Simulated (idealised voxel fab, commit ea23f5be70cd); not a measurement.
Proc. module: voxel wiring stack
The width of the displayed cross-section, cut, is 300 nm; its cells are square, with a size of 5 nm.
When this document writes out a cross-section, it uses a grid of square cells and lists it as bands, beginning at the top and moving down, with a band standing for one or more rows of cells.
Top, bottom (nm), then materials left to right with widths (nm); lone material tagged "throughout" fills the whole band edge to edge; "air" = empty space.
Zero point of the height axis is 0; under it, received wafer = one material. Lowest band: continues down indefinitely, "0 nm and below".
Think of "30->40" as a width that walks from the first number to the second as you go down the band, top row to bottom row, taking equal-sized steps from row to row.
"identical to before", as given for a step, is the statement that not any cell of the cross-section underwent a change during that step.
Under "Unvented internal voids" you'll find the enclosed gaps, the ones with no way out to the top, that are 8 cells or bigger; each reads width x height at distance, with distance counted from the left edge, everything in nm.
Past the settings on a step's line: simulator remark, on that step.
"overlay nm", when on a step's line for a step with a mask, measures how far to the right of its planned place the mask lay; a negative measure means to the left.
So here's the lineup of process steps we planned:
- 1: RECEIVE | material Si
- 2: CONFORMAL_DEP | material SiO2 | thk nm 15
- 3: DIRECTIONAL_DEP | material TiN | thk nm 5
- 4: DIRECTIONAL_DEP | material W | thk nm 15
- 5: PATTERN | tone cover | mask id METAL_1 | material resist | width nm 25 | pitch nm 55 | thk nm 20 | overlay nm 0
- 6: DIRECTIONAL_ETCH | etch materials W | depth nm 15
- 7: DIRECTIONAL_ETCH | etch materials TiN | depth nm 5
- 8: STRIP | etch materials resist
- 9: CONFORMAL_DEP | material SiCN | thk nm 5
- 10: FILL_DEP | material lowk | thk nm 10
- 11: CMP | height nm 35
- 12: CONFORMAL_DEP | material SiCN | thk nm 5
- 13: DIRECTIONAL_DEP | material lowk | thk nm 10
- 14: DIRECTIONAL_DEP | material aC | thk nm 10
- 15: PATTERN | tone open | mask id PLUG_1 | material resist | width nm 15 | thk nm 25 | overlay nm 0
- 16: DIRECTIONAL_ETCH | etch materials aC | depth nm 10
- 17: STRIP | etch materials resist
- 18: DIRECTIONAL_ETCH | etch materials lowk | depth nm 10
- 19: DIRECTIONAL_ETCH | etch materials SiCN | depth nm 5
- 20: STRIP | etch materials aC
- 21: CONFORMAL_DEP | material TiN | thk nm 5
- 22: FILL_DEP | material Cu | thk nm 5
- 23: CMP | height nm 50
- 24: CONFORMAL_DEP | material SiCN | thk nm 5
- 25: DIRECTIONAL_DEP | material lowk | thk nm 15
- 26: MASKED_ETCH | tone open | mask id METAL_2 | width nm 25 | pitch nm 55 | etch materials lowk | depth nm 15 | overlay nm 0
- 27: MASKED_ETCH | tone open | mask id METAL_2 | width nm 25 | pitch nm 55 | etch materials SiCN | depth nm 5 | overlay nm 0
- 28: CONFORMAL_DEP | material TiN | thk nm 5
- 29: FILL_DEP | material Cu | thk nm 5
- 30: CMP | height nm 70
- 31: CONFORMAL_DEP | material SiCN | thk nm 5
- 32: DIRECTIONAL_DEP | material lowk | thk nm 15
- 33: PATTERN | tone open | mask id PLUG_2 | material resist | width nm 15 | thk nm 15 | overlay nm 0
- 34: DIRECTIONAL_ETCH | etch materials lowk | depth nm 15
- 35: DIRECTIONAL_ETCH | etch materials SiCN | depth nm 5
- 36: STRIP | etch materials resist
- 37: CONFORMAL_DEP | material TiN | thk nm 5
- 38: FILL_DEP | material Cu | thk nm 5
- 39: CMP | height nm 90
- 40: DIRECTIONAL_DEP | material TiN | thk nm 5
- 41: DIRECTIONAL_DEP | material Ru | thk nm 20
- 42: MASKED_ETCH | tone cover | mask id METAL_3 | width nm 25 | pitch nm 55 | etch materials Ru | depth nm 20 | overlay nm 0
- 43: MASKED_ETCH | tone cover | mask id METAL_3 | width nm 25 | pitch nm 55 | etch materials TiN | depth nm 5 | overlay nm 0
- 44: CONFORMAL_DEP | material SiCN | thk nm 5
- 45: FILL_DEP | material SiO2 | thk nm 5
- 46: CMP | height nm 115
- 47: CONFORMAL_DEP | material SiCN | thk nm 5
- 48: DIRECTIONAL_DEP | material lowk | thk nm 30
- 49: PATTERN | tone open | mask id METAL_4_HOLES | material resist | width nm 15 | pitch nm 55 | thk nm 20 | overlay nm 0
- 50: DIRECTIONAL_ETCH | etch materials lowk | depth nm 30
- 51: STRIP | etch materials resist
- 52: PATTERN | tone open | mask id METAL_4 | material resist | width nm 25 | pitch nm 55 | thk nm 15 | overlay nm 0
- 53: DIRECTIONAL_ETCH | etch materials lowk | depth nm 15
- 54: DIRECTIONAL_ETCH | etch materials SiCN | depth nm 5
- 55: STRIP | etch materials resist
- 56: CONFORMAL_DEP | material TiN | thk nm 5
- 57: FILL_DEP | material Cu | thk nm 10
- 58: CMP | height nm 150
- 59: CONFORMAL_DEP | material SiN | thk nm 5
Run as planned: first of two wafers:
Here's what the wafer looked like in cross-section when it arrived - that's after step 1:
  0 nm and below  Si throughout
  Unvented internal voids: none
Sectional view: wafer, after step 2:
  15 nm to 0 nm  SiO2 throughout
  All layers under 0 are left as they were.
Sectional view: wafer, after step 3:
  20 nm to 15 nm  TiN throughout
  All layers under 15 are left as they were.
Sectional view: wafer, after step 4:
  35 nm to 20 nm  W throughout
  All layers under 20 are left as they were.
Sectional view: wafer, after step 5:
  55 nm to 35 nm  air=110; resist=25; air=30; resist=25; air=110
  All layers under 35 are left as they were.
Sectional view: wafer, after step 6:
  55 nm to 35 nm  air=110; resist=25; air=30; resist=25; air=110
  35 nm to 20 nm  air=110; W=25; air=30; W=25; air=110
  All layers under 20 are left as they were.
Sectional view: wafer, after step 7:
  55 nm to 35 nm  air=110; resist=25; air=30; resist=25; air=110
  35 nm to 20 nm  air=110; W=25; air=30; W=25; air=110
  20 nm to 15 nm  air=110; TiN=25; air=30; TiN=25; air=110
  All layers under 15 are left as they were.
Sectional view: wafer, after step 8:
  35 nm to 20 nm  air=110; W=25; air=30; W=25; air=110
  All layers under 20 are left as they were.
Sectional view: wafer, after step 9:
  40 nm to 35 nm  air=105; SiCN=35; air=20; SiCN=35; air=105
  35 nm to 20 nm  air=105; SiCN=5; W=25; SiCN=5; air=20; SiCN=5; W=25; SiCN=5; air=105
  20 nm to 15 nm  SiCN=110; TiN=25; SiCN=30; TiN=25; SiCN=110
  All layers under 15 are left as they were.
Sectional view: wafer, after step 10:
  50 nm to 40 nm  lowk throughout
  40 nm to 35 nm  lowk=105; SiCN=35; lowk=20; SiCN=35; lowk=105
  35 nm to 20 nm  lowk=105; SiCN=5; W=25; SiCN=5; lowk=20; SiCN=5; W=25; SiCN=5; lowk=105
  All layers under 20 are left as they were.
Sectional view: wafer, after step 11:
  35 nm to 20 nm  lowk=105; SiCN=5; W=25; SiCN=5; lowk=20; SiCN=5; W=25; SiCN=5; lowk=105
  All layers under 20 are left as they were.
Sectional view: wafer, after step 12:
  40 nm to 35 nm  SiCN throughout
  All layers under 35 are left as they were.
Sectional view: wafer, after step 13:
  50 nm to 40 nm  lowk throughout
  All layers under 40 are left as they were.
Sectional view: wafer, after step 14:
  60 nm to 50 nm  aC throughout
  All layers under 50 are left as they were.
Sectional view: wafer, after step 15:
  85 nm to 60 nm  resist=110; air=15; resist=175
  All layers under 60 are left as they were.
Sectional view: wafer, after step 16:
  75 nm to 60 nm  resist=110; air=15; resist=175
  60 nm to 50 nm  aC=110; air=15; aC=175
  All layers under 50 are left as they were.
Sectional view: wafer, after step 17:
  60 nm to 50 nm  aC=110; air=15; aC=175
  All layers under 50 are left as they were.
Sectional view: wafer, after step 18:
  60 nm to 50 nm  aC=110; air=15; aC=175
  50 nm to 40 nm  lowk=110; air=15; lowk=175
  All layers under 40 are left as they were.
Sectional view: wafer, after step 19:
  60 nm to 50 nm  aC=110; air=15; aC=175
  50 nm to 40 nm  lowk=110; air=15; lowk=175
  40 nm to 35 nm  SiCN=110; air=15; SiCN=175
  All layers under 35 are left as they were.
Sectional view: wafer, after step 20:
  50 nm to 40 nm  lowk=110; air=15; lowk=175
  All layers under 40 are left as they were.
Sectional view: wafer, after step 21:
  55 nm to 50 nm  TiN=115; air=5; TiN=180
  50 nm to 40 nm  lowk=110; TiN=5; air=5; TiN=5; lowk=175
  40 nm to 35 nm  SiCN=110; TiN=15; SiCN=175
  All layers under 35 are left as they were.
Sectional view: wafer, after step 22:
  60 nm to 55 nm  Cu throughout
  55 nm to 50 nm  TiN=115; Cu=5; TiN=180
  50 nm to 40 nm  lowk=110; TiN=5; Cu=5; TiN=5; lowk=175
  All layers under 40 are left as they were.
Sectional view: wafer, after step 23:
  50 nm to 40 nm  lowk=110; TiN=5; Cu=5; TiN=5; lowk=175
  All layers under 40 are left as they were.
Sectional view: wafer, after step 24:
  55 nm to 50 nm  SiCN throughout
  All layers under 50 are left as they were.
Sectional view: wafer, after step 25:
  70 nm to 55 nm  lowk throughout
  All layers under 55 are left as they were.
Sectional view: wafer, after step 26:
  70 nm to 55 nm  lowk=110; air=25; lowk=30; air=25; lowk=110
  All layers under 55 are left as they were.
Sectional view: wafer, after step 27:
  70 nm to 55 nm  lowk=110; air=25; lowk=30; air=25; lowk=110
  55 nm to 50 nm  SiCN=110; air=25; SiCN=30; air=25; SiCN=110
  All layers under 50 are left as they were.
Sectional view: wafer, after step 28:
  75 nm to 70 nm  TiN=115; air=15; TiN=40; air=15; TiN=115
  70 nm to 55 nm  lowk=110; TiN=5; air=15; TiN=5; lowk=30; TiN=5; air=15; TiN=5; lowk=110
  55 nm to 50 nm  SiCN=110; TiN=25; SiCN=30; TiN=25; SiCN=110
  All layers under 50 are left as they were.
Sectional view: wafer, after step 29:
  80 nm to 75 nm  Cu throughout
  75 nm to 70 nm  TiN=115; Cu=15; TiN=40; Cu=15; TiN=115
  70 nm to 55 nm  lowk=110; TiN=5; Cu=15; TiN=5; lowk=30; TiN=5; Cu=15; TiN=5; lowk=110
  All layers under 55 are left as they were.
Sectional view: wafer, after step 30:
  70 nm to 55 nm  lowk=110; TiN=5; Cu=15; TiN=5; lowk=30; TiN=5; Cu=15; TiN=5; lowk=110
  All layers under 55 are left as they were.
Sectional view: wafer, after step 31:
  75 nm to 70 nm  SiCN throughout
  All layers under 70 are left as they were.
Sectional view: wafer, after step 32:
  90 nm to 75 nm  lowk throughout
  All layers under 75 are left as they were.
Sectional view: wafer, after step 33:
  105 nm to 90 nm  resist=110; air=15; resist=175
  All layers under 90 are left as they were.
Sectional view: wafer, after step 34:
  105 nm to 90 nm  resist=110; air=15; resist=175
  90 nm to 75 nm  lowk=110; air=15; lowk=175
  All layers under 75 are left as they were.
Sectional view: wafer, after step 35:
  105 nm to 90 nm  resist=110; air=15; resist=175
  90 nm to 75 nm  lowk=110; air=15; lowk=175
  75 nm to 70 nm  SiCN=110; air=15; SiCN=175
  All layers under 70 are left as they were.
Sectional view: wafer, after step 36:
  90 nm to 75 nm  lowk=110; air=15; lowk=175
  All layers under 75 are left as they were.
Sectional view: wafer, after step 37:
  95 nm to 90 nm  TiN=115; air=5; TiN=180
  90 nm to 75 nm  lowk=110; TiN=5; air=5; TiN=5; lowk=175
  75 nm to 70 nm  SiCN=110; TiN=15; SiCN=175
  All layers under 70 are left as they were.
Sectional view: wafer, after step 38:
  100 nm to 95 nm  Cu throughout
  95 nm to 90 nm  TiN=115; Cu=5; TiN=180
  90 nm to 75 nm  lowk=110; TiN=5; Cu=5; TiN=5; lowk=175
  All layers under 75 are left as they were.
Sectional view: wafer, after step 39:
  90 nm to 75 nm  lowk=110; TiN=5; Cu=5; TiN=5; lowk=175
  All layers under 75 are left as they were.
Sectional view: wafer, after step 40:
  95 nm to 90 nm  TiN throughout
  All layers under 90 are left as they were.
Sectional view: wafer, after step 41:
  115 nm to 95 nm  Ru throughout
  All layers under 95 are left as they were.
Sectional view: wafer, after step 42:
  115 nm to 95 nm  air=110; Ru=25; air=30; Ru=25; air=110
  All layers under 95 are left as they were.
Sectional view: wafer, after step 43:
  115 nm to 95 nm  air=110; Ru=25; air=30; Ru=25; air=110
  95 nm to 90 nm  air=110; TiN=25; air=30; TiN=25; air=110
  All layers under 90 are left as they were.
Sectional view: wafer, after step 44:
  120 nm to 115 nm  air=105; SiCN=35; air=20; SiCN=35; air=105
  115 nm to 95 nm  air=105; SiCN=5; Ru=25; SiCN=5; air=20; SiCN=5; Ru=25; SiCN=5; air=105
  95 nm to 90 nm  SiCN=110; TiN=25; SiCN=30; TiN=25; SiCN=110
  All layers under 90 are left as they were.
Sectional view: wafer, after step 45:
  125 nm to 120 nm  SiO2 throughout
  120 nm to 115 nm  SiO2=105; SiCN=35; SiO2=20; SiCN=35; SiO2=105
  115 nm to 95 nm  SiO2=105; SiCN=5; Ru=25; SiCN=5; SiO2=20; SiCN=5; Ru=25; SiCN=5; SiO2=105
  All layers under 95 are left as they were.
Sectional view: wafer, after step 46:
  115 nm to 95 nm  SiO2=105; SiCN=5; Ru=25; SiCN=5; SiO2=20; SiCN=5; Ru=25; SiCN=5; SiO2=105
  All layers under 95 are left as they were.
Sectional view: wafer, after step 47:
  120 nm to 115 nm  SiCN throughout
  All layers under 115 are left as they were.
Sectional view: wafer, after step 48:
  150 nm to 120 nm  lowk throughout
  All layers under 120 are left as they were.
Sectional view: wafer, after step 49:
  170 nm to 150 nm  resist=110; air=15; resist=40; air=15; resist=120
  All layers under 150 are left as they were.
Sectional view: wafer, after step 50:
  170 nm to 150 nm  resist=110; air=15; resist=40; air=15; resist=120
  150 nm to 120 nm  lowk=110; air=15; lowk=40; air=15; lowk=120
  All layers under 120 are left as they were.
Sectional view: wafer, after step 51:
  150 nm to 120 nm  lowk=110; air=15; lowk=40; air=15; lowk=120
  All layers under 120 are left as they were.
Sectional view: wafer, after step 52:
  165 nm to 150 nm  resist=110; air=25; resist=30; air=25; resist=110
  All layers under 150 are left as they were.
Sectional view: wafer, after step 53:
  165 nm to 150 nm  resist=110; air=25; resist=30; air=25; resist=110
  150 nm to 135 nm  lowk=110; air=25; lowk=30; air=25; lowk=110
  All layers under 135 are left as they were.
Sectional view: wafer, after step 54:
  165 nm to 150 nm  resist=110; air=25; resist=30; air=25; resist=110
  150 nm to 135 nm  lowk=110; air=25; lowk=30; air=25; lowk=110
  135 nm to 120 nm  lowk=110; air=15; lowk=40; air=15; lowk=120
  120 nm to 115 nm  SiCN=110; air=15; SiCN=40; air=15; SiCN=120
  All layers under 115 are left as they were.
Sectional view: wafer, after step 55:
  150 nm to 135 nm  lowk=110; air=25; lowk=30; air=25; lowk=110
  All layers under 135 are left as they were.
Sectional view: wafer, after step 56:
  155 nm to 150 nm  TiN=115; air=15; TiN=40; air=15; TiN=115
  150 nm to 140 nm  lowk=110; TiN=5; air=15; TiN=5; lowk=30; TiN=5; air=15; TiN=5; lowk=110
  140 nm to 135 nm  lowk=110; TiN=5; air=5; TiN=15; lowk=30; TiN=5; air=5; TiN=15; lowk=110
  135 nm to 120 nm  lowk=110; TiN=5; air=5; TiN=5; lowk=40; TiN=5; air=5; TiN=5; lowk=120
  120 nm to 115 nm  SiCN=110; TiN=15; SiCN=40; TiN=15; SiCN=120
  All layers under 115 are left as they were.
Sectional view: wafer, after step 57:
  165 nm to 155 nm  Cu throughout
  155 nm to 150 nm  TiN=115; Cu=15; TiN=40; Cu=15; TiN=115
  150 nm to 140 nm  lowk=110; TiN=5; Cu=15; TiN=5; lowk=30; TiN=5; Cu=15; TiN=5; lowk=110
  140 nm to 135 nm  lowk=110; TiN=5; Cu=5; TiN=15; lowk=30; TiN=5; Cu=5; TiN=15; lowk=110
  135 nm to 120 nm  lowk=110; TiN=5; Cu=5; TiN=5; lowk=40; TiN=5; Cu=5; TiN=5; lowk=120
  All layers under 120 are left as they were.
Sectional view: wafer, after step 58:
  150 nm to 140 nm  lowk=110; TiN=5; Cu=15; TiN=5; lowk=30; TiN=5; Cu=15; TiN=5; lowk=110
  All layers under 140 are left as they were.
Sectional view: wafer, after step 59:
  155 nm to 150 nm  SiN throughout
  All layers under 150 are left as they were.
Wafer two: like wafer one in start and plan, but with one mistake in execution; identical up to and including step 23:
Second wafer: cross-section at the scheduled end of step 24:
  65 nm to 50 nm  SiCN throughout
  All layers under 50 are left as they were.
Second wafer: cross-section at the scheduled end of step 25:
  80 nm to 65 nm  lowk throughout
  All layers under 65 are left as they were.
Second wafer: cross-section at the scheduled end of step 26:
  80 nm to 65 nm  lowk=110; air=25; lowk=30; air=25; lowk=110
  All layers under 65 are left as they were.
Second wafer: cross-section at the scheduled end of step 27:
  80 nm to 65 nm  lowk=110; air=25; lowk=30; air=25; lowk=110
  65 nm to 60 nm  SiCN=110; air=25; SiCN=30; air=25; SiCN=110
  All layers under 60 are left as they were.
Second wafer: cross-section at the scheduled end of step 28:
  85 nm to 80 nm  TiN=115; air=15; TiN=40; air=15; TiN=115
  80 nm to 65 nm  lowk=110; TiN=5; air=15; TiN=5; lowk=30; TiN=5; air=15; TiN=5; lowk=110
  65 nm to 60 nm  SiCN=110; TiN=25; SiCN=30; TiN=25; SiCN=110
  All layers under 60 are left as they were.
Second wafer: cross-section at the scheduled end of step 29:
  90 nm to 85 nm  Cu throughout
  85 nm to 80 nm  TiN=115; Cu=15; TiN=40; Cu=15; TiN=115
  80 nm to 65 nm  lowk=110; TiN=5; Cu=15; TiN=5; lowk=30; TiN=5; Cu=15; TiN=5; lowk=110
  All layers under 65 are left as they were.
Second wafer: cross-section at the scheduled end of step 30:
  70 nm to 65 nm  lowk=110; TiN=5; Cu=15; TiN=5; lowk=30; TiN=5; Cu=15; TiN=5; lowk=110
  All layers under 65 are left as they were.
Second wafer: cross-section at the scheduled end of step 31:
  75 nm to 70 nm  SiCN throughout
  All layers under 70 are left as they were.
Second wafer: cross-section at the scheduled end of step 32:
  90 nm to 75 nm  lowk throughout
  All layers under 75 are left as they were.
Second wafer: cross-section at the scheduled end of step 33:
  105 nm to 90 nm  resist=110; air=15; resist=175
  All layers under 90 are left as they were.
Second wafer: cross-section at the scheduled end of step 34:
  105 nm to 90 nm  resist=110; air=15; resist=175
  90 nm to 75 nm  lowk=110; air=15; lowk=175
  All layers under 75 are left as they were.
Second wafer: cross-section at the scheduled end of step 35:
  105 nm to 90 nm  resist=110; air=15; resist=175
  90 nm to 75 nm  lowk=110; air=15; lowk=175
  75 nm to 70 nm  SiCN=110; air=15; SiCN=175
  All layers under 70 are left as they were.
Second wafer: cross-section at the scheduled end of step 36:
  90 nm to 75 nm  lowk=110; air=15; lowk=175
  All layers under 75 are left as they were.
Second wafer: cross-section at the scheduled end of step 37:
  95 nm to 90 nm  TiN=115; air=5; TiN=180
  90 nm to 75 nm  lowk=110; TiN=5; air=5; TiN=5; lowk=175
  75 nm to 70 nm  SiCN=110; TiN=15; SiCN=175
  All layers under 70 are left as they were.
Second wafer: cross-section at the scheduled end of step 38:
  100 nm to 95 nm  Cu throughout
  95 nm to 90 nm  TiN=115; Cu=5; TiN=180
  90 nm to 75 nm  lowk=110; TiN=5; Cu=5; TiN=5; lowk=175
  All layers under 75 are left as they were.
Second wafer: cross-section at the scheduled end of step 39:
  90 nm to 75 nm  lowk=110; TiN=5; Cu=5; TiN=5; lowk=175
  All layers under 75 are left as they were.
Second wafer: cross-section at the scheduled end of step 40:
  95 nm to 90 nm  TiN throughout
  All layers under 90 are left as they were.
Second wafer: cross-section at the scheduled end of step 41:
  115 nm to 95 nm  Ru throughout
  All layers under 95 are left as they were.
Second wafer: cross-section at the scheduled end of step 42:
  115 nm to 95 nm  air=110; Ru=25; air=30; Ru=25; air=110
  All layers under 95 are left as they were.
Second wafer: cross-section at the scheduled end of step 43:
  115 nm to 95 nm  air=110; Ru=25; air=30; Ru=25; air=110
  95 nm to 90 nm  air=110; TiN=25; air=30; TiN=25; air=110
  All layers under 90 are left as they were.
Second wafer: cross-section at the scheduled end of step 44:
  120 nm to 115 nm  air=105; SiCN=35; air=20; SiCN=35; air=105
  115 nm to 95 nm  air=105; SiCN=5; Ru=25; SiCN=5; air=20; SiCN=5; Ru=25; SiCN=5; air=105
  95 nm to 90 nm  SiCN=110; TiN=25; SiCN=30; TiN=25; SiCN=110
  All layers under 90 are left as they were.
Second wafer: cross-section at the scheduled end of step 45:
  125 nm to 120 nm  SiO2 throughout
  120 nm to 115 nm  SiO2=105; SiCN=35; SiO2=20; SiCN=35; SiO2=105
  115 nm to 95 nm  SiO2=105; SiCN=5; Ru=25; SiCN=5; SiO2=20; SiCN=5; Ru=25; SiCN=5; SiO2=105
  All layers under 95 are left as they were.
Second wafer: cross-section at the scheduled end of step 46:
  115 nm to 95 nm  SiO2=105; SiCN=5; Ru=25; SiCN=5; SiO2=20; SiCN=5; Ru=25; SiCN=5; SiO2=105
  All layers under 95 are left as they were.
Second wafer: cross-section at the scheduled end of step 47:
  120 nm to 115 nm  SiCN throughout
  All layers under 115 are left as they were.
Second wafer: cross-section at the scheduled end of step 48:
  150 nm to 120 nm  lowk throughout
  All layers under 120 are left as they were.
Second wafer: cross-section at the scheduled end of step 49:
  170 nm to 150 nm  resist=110; air=15; resist=40; air=15; resist=120
  All layers under 150 are left as they were.
Second wafer: cross-section at the scheduled end of step 50:
  170 nm to 150 nm  resist=110; air=15; resist=40; air=15; resist=120
  150 nm to 120 nm  lowk=110; air=15; lowk=40; air=15; lowk=120
  All layers under 120 are left as they were.
Second wafer: cross-section at the scheduled end of step 51:
  150 nm to 120 nm  lowk=110; air=15; lowk=40; air=15; lowk=120
  All layers under 120 are left as they were.
Second wafer: cross-section at the scheduled end of step 52:
  165 nm to 150 nm  resist=110; air=25; resist=30; air=25; resist=110
  All layers under 150 are left as they were.
Second wafer: cross-section at the scheduled end of step 53:
  165 nm to 150 nm  resist=110; air=25; resist=30; air=25; resist=110
  150 nm to 135 nm  lowk=110; air=25; lowk=30; air=25; lowk=110
  All layers under 135 are left as they were.
Second wafer: cross-section at the scheduled end of step 54:
  165 nm to 150 nm  resist=110; air=25; resist=30; air=25; resist=110
  150 nm to 135 nm  lowk=110; air=25; lowk=30; air=25; lowk=110
  135 nm to 120 nm  lowk=110; air=15; lowk=40; air=15; lowk=120
  120 nm to 115 nm  SiCN=110; air=15; SiCN=40; air=15; SiCN=120
  All layers under 115 are left as they were.
Second wafer: cross-section at the scheduled end of step 55:
  150 nm to 135 nm  lowk=110; air=25; lowk=30; air=25; lowk=110
  All layers under 135 are left as they were.
Second wafer: cross-section at the scheduled end of step 56:
  155 nm to 150 nm  TiN=115; air=15; TiN=40; air=15; TiN=115
  150 nm to 140 nm  lowk=110; TiN=5; air=15; TiN=5; lowk=30; TiN=5; air=15; TiN=5; lowk=110
  140 nm to 135 nm  lowk=110; TiN=5; air=5; TiN=15; lowk=30; TiN=5; air=5; TiN=15; lowk=110
  135 nm to 120 nm  lowk=110; TiN=5; air=5; TiN=5; lowk=40; TiN=5; air=5; TiN=5; lowk=120
  120 nm to 115 nm  SiCN=110; TiN=15; SiCN=40; TiN=15; SiCN=120
  All layers under 115 are left as they were.
Second wafer: cross-section at the scheduled end of step 57:
  165 nm to 155 nm  Cu throughout
  155 nm to 150 nm  TiN=115; Cu=15; TiN=40; Cu=15; TiN=115
  150 nm to 140 nm  lowk=110; TiN=5; Cu=15; TiN=5; lowk=30; TiN=5; Cu=15; TiN=5; lowk=110
  140 nm to 135 nm  lowk=110; TiN=5; Cu=5; TiN=15; lowk=30; TiN=5; Cu=5; TiN=15; lowk=110
  135 nm to 120 nm  lowk=110; TiN=5; Cu=5; TiN=5; lowk=40; TiN=5; Cu=5; TiN=5; lowk=120
  All layers under 120 are left as they were.
Second wafer: cross-section at the scheduled end of step 58:
  150 nm to 140 nm  lowk=110; TiN=5; Cu=15; TiN=5; lowk=30; TiN=5; Cu=15; TiN=5; lowk=110
  All layers under 140 are left as they were.
Second wafer: cross-section at the scheduled end of step 59:
  155 nm to 150 nm  SiN throughout
  All layers under 150 are left as they were.
Want to know what went wrong? step 24 was not run as planned; what actually ran was CONFORMAL_DEP | material SiCN | thk nm 15
The closing comparison, in cells, has the second wafer with more or fewer of some materials than the first: -12 Cu, +120 SiCN, -8 TiN, -100 lowk
